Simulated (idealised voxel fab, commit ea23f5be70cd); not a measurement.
Proc. module: voxel local oxidation
Square cells of 5 nm make up the cross-section cut, whose width is 275 nm.
Just so we're on the same page, the cross-sections are grids of square cells, and they're listed out in bands top to bottom, each band one or more rows deep. Band: top and bottom heights (nm) first, top before bottom; then materials from left to right, widths in nm. "full width" marks a sole material filling the band edge to edge. "empty" denotes empty space. Height 0 is the level under which the wafer as received is all one material. The lowest band goes on downwards, as in "0 down". Quick explanation for "30->40": the width changes in equal steps down the rows of cells, from the first number in the band's top row to the second number in its bottom row. For the purposes of this document, the phrase "no alterations made" attached to a step denotes that no cell within the cross-section was modified by that step. Closed void entries: empty space of 8 cells or more with no open way to the top, each as width x height at its distance from the left edge, in nm. Post-settings text on a step line: simulator's own remark regarding the step. Steps that use a mask can have "overlay nm" on their line. It says how far the mask sat to the right of where it was meant to be. Negative means to the left.

Steps planned for the process:
step 1: RECEIVE: material Si
step 2: OXIDIZE: depth nm 5
step 3: CONFORMAL_DEP: material SiN, thk nm 15
step 4: PATTERN: tone cover, mask id ACTIVE, material resist, width nm 115, thk nm 20, overlay nm 0
step 5: DIRECTIONAL_ETCH: etch materials SiN, depth nm 15
step 6: STRIP: etch materials resist
step 7: SELECTIVE_ETCH: etch materials SiO2, depth nm 5
step 8: OXIDIZE: depth nm 10
step 9: STRIP: etch materials SiN

Cross-section: wafer on arrival = after step 1:
> 0 down | Si full width
> Closed void entries: none

The module was run from the start shown above using the plan shown above, but one mistake was made doing it; the resulting wafer cross-section is below:
> 0 to -5 | empty=80; SiO2=115; empty=80
> -5 to -15 | SiO2=90; Si=95; SiO2=90
> -15 down | Si full width
> Closed void entries: none
Short version of what went wrong: rather than as planned, step 4 actually ran as PATTERN: tone cover, mask id ACTIVE, material resist, width nm 125, thk nm 20, overlay nm 0
